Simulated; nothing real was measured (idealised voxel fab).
The process module presented herein is designated voxel self aligned contacts.
We display cut, a cross-section 270 nm in width whose square cells are each 5 nm.
Square cells in a grid make up a cross-section in this document, and the grid is given as bands, listed from the top down, each one or more rows of cells.
Each band's line starts with the height of the band's top and of its bottom, in nm. Then come its materials from left to right, each with its width in nm. One material with "edge to edge" fills the band from edge to edge. "blank" is empty space.
Convention: height 0 is the level below which the wafer, as received, is all one material. The lowest band does not terminate at the bottom but continues downward, represented as "0 -> down".
Width "30..40": first value at the band's top row of cells, second value at its bottom row, equal change from row to row.
"no change occurred" (step): cross-section cells unchanged, all of them.
Voids not open to the top, 8 cells minimum: see "Closed empty spaces". Written width x height at distance; distance is from the left edge; nm.
Post-settings text on a step line: simulator's own remark regarding the step.
overlay nm: where the mask lay relative to plan, measured to the right, on steps with a mask; negatives go left.
### Steps planned for the process
1,RECEIVE [material Si]
2,OXIDIZE [depth nm 5]
3,DIRECTIONAL_DEP [material polySi] [thk nm 20]
4,DIRECTIONAL_DEP [material SiN] [thk nm 20]
5,MASKED_ETCH [tone cover] [mask id GATE] [width nm 25] [pitch nm 60] [etch materials SiN] [depth nm 20] [overlay nm 0]
6,MASKED_ETCH [tone cover] [mask id GATE] [width nm 25] [pitch nm 60] [etch materials polySi] [depth nm 20] [overlay nm 0]
7,CONFORMAL_DEP [material SiN] [thk nm 5]
8,DIRECTIONAL_ETCH [etch materials SiN] [depth nm 5]
9,FILL_DEP [material SiO2] [thk nm 10]
10,CMP [height nm 45]
11,PATTERN [tone open] [mask id CONTACT] [material resist] [width nm 45] [thk nm 15] [overlay nm 0]
12,DIRECTIONAL_ETCH [etch materials SiO2] [depth nm 50]
13,STRIP [etch materials resist]
14,CONFORMAL_DEP [material TiN] [thk nm 5]
15,FILL_DEP [material W] [thk nm 5]
16,CMP [height nm 45]
17,CONFORMAL_DEP [material SiCN] [thk nm 5]
### Cross-section of the incoming wafer, state after step 1
> 0 -> down = Si edge to edge
> Closed empty spaces: none
### This is how the wafer looks in cross-section once the module is done, given the starting state and plan above and one mistake in carrying the plan out
> 50 -> 45 = SiCN edge to edge
> 45 -> 40 = 105 of SiO2 | 20 of TiN | 15 of W | 20 of TiN | 110 of SiO2
> 40 -> 20 = 85 of SiO2 | 35 of SiN | 5 of TiN | 15 of W | 5 of TiN | 35 of SiN | 90 of SiO2
> 20 -> 0 = 85 of SiO2 | 5 of SiN | 25 of polySi | 5 of SiN | 5 of TiN | 15 of W | 5 of TiN | 5 of SiN | 25 of polySi | 5 of SiN | 90 of SiO2
> 0 -> -5 = 120 of SiO2 | 25 of TiN | 125 of SiO2
> -5 -> down = Si edge to edge
> Closed empty spaces: none
What went wrong in running the wafer? step 11 ran with different settings than intended, the actual operation and settings being PATTERN [tone open] [mask id CONTACT] [material resist] [width nm 55] [thk nm 15] [overlay nm 0]
